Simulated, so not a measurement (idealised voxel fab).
The process module that follows is named voxel trench capacitor.
cross-section cut | 275 nm wide | cells 5 nm
A cross-section is a grid of square cells, given in bands from the top down. A band is one or more rows of cells. Heights first: top, then bottom, in nm. Then materials, left to right, each with a width in nm. "edge to edge" on a single material: fills the band edge to edge. "empty": empty space. The level at which height equals 0 is the one under which the wafer, as it arrives, is entirely one material. No lower edge exists for the bottom band, which continues downward and is notated as in "from 0 down". Read "30 to 40" as a graded width: first number on top, second number at the bottom, same change between each pair of neighbouring rows. Take "nothing altered" at face value: in the step it is given for, the cross-section changed in none of its cells. So "Enclosed cavity list" is basically the list of trapped voids: any empty space of 8 cells or more that can't reach the top through an opening. They're written width x height at distance, the distance being from the left edge, and it's all nm. Text after the settings on a step's line: the simulator's own remark on that step. When a step includes a mask, the "overlay nm" setting on its line states how far to the right of its planned place that mask lay, and negative values state how far to the left.
STEPS PLANNED FOR THE PROCESS
1. RECEIVE (material Si)
2. CONFORMAL_DEP (material SiN; thk nm 10)
3. PATTERN (tone open; mask id TRENCH; material resist; width nm 20; pitch nm 50; thk nm 15; overlay nm 0)
4. DIRECTIONAL_ETCH (etch materials SiN; depth nm 10)
5. DIRECTIONAL_ETCH (etch materials Si; depth nm 30)
6. STRIP (etch materials resist)
7. CONFORMAL_DEP (material Al2O3; thk nm 5)
8. FILL_DEP (material polySi; thk nm 10)
9. CMP (height nm 10)
CROSS-SECTION, INCOMING MATERIAL, AFTER STEP 1
	from 0 down: Si edge to edge
	Enclosed cavity list: none
ONE MISTAKE IN RUNNING THE MODULE, OTHERWISE START AND PLAN AS ABOVE: CROSS-SECTION AT THE END
	from 10 to 0: 95 nm SiN, 5 nm Al2O3, 10 nm polySi, 5 nm Al2O3, 30 nm SiN, 5 nm Al2O3, 10 nm polySi, 5 nm Al2O3, 110 nm SiN
	from 0 to -25: 95 nm Si, 5 nm Al2O3, 10 nm polySi, 5 nm Al2O3, 30 nm Si, 5 nm Al2O3, 10 nm polySi, 5 nm Al2O3, 110 nm Si
	from -25 to -30: 95 nm Si, 20 nm Al2O3, 30 nm Si, 20 nm Al2O3, 110 nm Si
	from -30 down: Si edge to edge
	Enclosed cavity list: none
Short version of what went wrong: in deviation from the planned setting, step 3 was conducted as PATTERN (tone open; mask id TRENCH; material resist; width nm 20; pitch nm 50; thk nm 15; overlay nm -5)
